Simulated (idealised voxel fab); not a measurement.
process module | voxel spacer lines
cross-section cut | 260 nm wide | cells 5 nm
A cross-section is a grid of square cells, given in bands from the top down. A band is one or more rows of cells.
Each band's line starts with the height of the band's top and of its bottom, in nm. Then come its materials from left to right, each with its width in nm. One material with "throughout" fills the band from edge to edge. "air" is empty space.
Height 0 is the level under which the wafer as received is all one material. The lowest band goes on downwards, as in "0 down".
A width such as "30 to 40" changes by the same amount from each row of cells to the next, from the band's top row to its bottom row.
"no change" after a step means that no cell of the cross-section changed.
closed voids: empty space of 8 cells or more with no open way to the top, each as width x height at its distance from the left edge, in nm
after a step's settings: what the simulator itself notes on the step
overlay nm, on a step with a mask: how far to the right of its planned place the mask lay; to the left if negative
plan
1 op RECEIVE | material Si
2 op CONFORMAL_DEP | material Al2O3 | thk nm 10
3 op DIRECTIONAL_DEP | material polySi | thk nm 10
4 op DIRECTIONAL_DEP | material aC | thk nm 25
5 op PATTERN | tone cover | mask id MANDREL | material resist | width nm 25 | pitch nm 80 | thk nm 35 | overlay nm 0
6 op DIRECTIONAL_ETCH | etch materials aC | depth nm 25
7 op STRIP | etch materials resist
8 op CONFORMAL_DEP | material SiN | thk nm 15
9 op DIRECTIONAL_ETCH | etch materials SiN | depth nm 15
10 op STRIP | etch materials aC
11 op DIRECTIONAL_ETCH | etch materials polySi | depth nm 10
12 op STRIP | etch materials SiN
as received, after step 1
  0 down: Si throughout
  closed voids: none
a wafer at the end: this start, this plan, one mistake
  20 to 10: air 70 | polySi 15 | air 25 | polySi 15 | air 25 | polySi 15 | air 25 | polySi 15 | air 55
  10 to 0: Al2O3 throughout
  0 down: Si throughout
  closed voids: none
what went wrong: step 5 ran as: op PATTERN | tone cover | mask id MANDREL | material resist | width nm 25 | pitch nm 80 | thk nm 35 | overlay nm 10
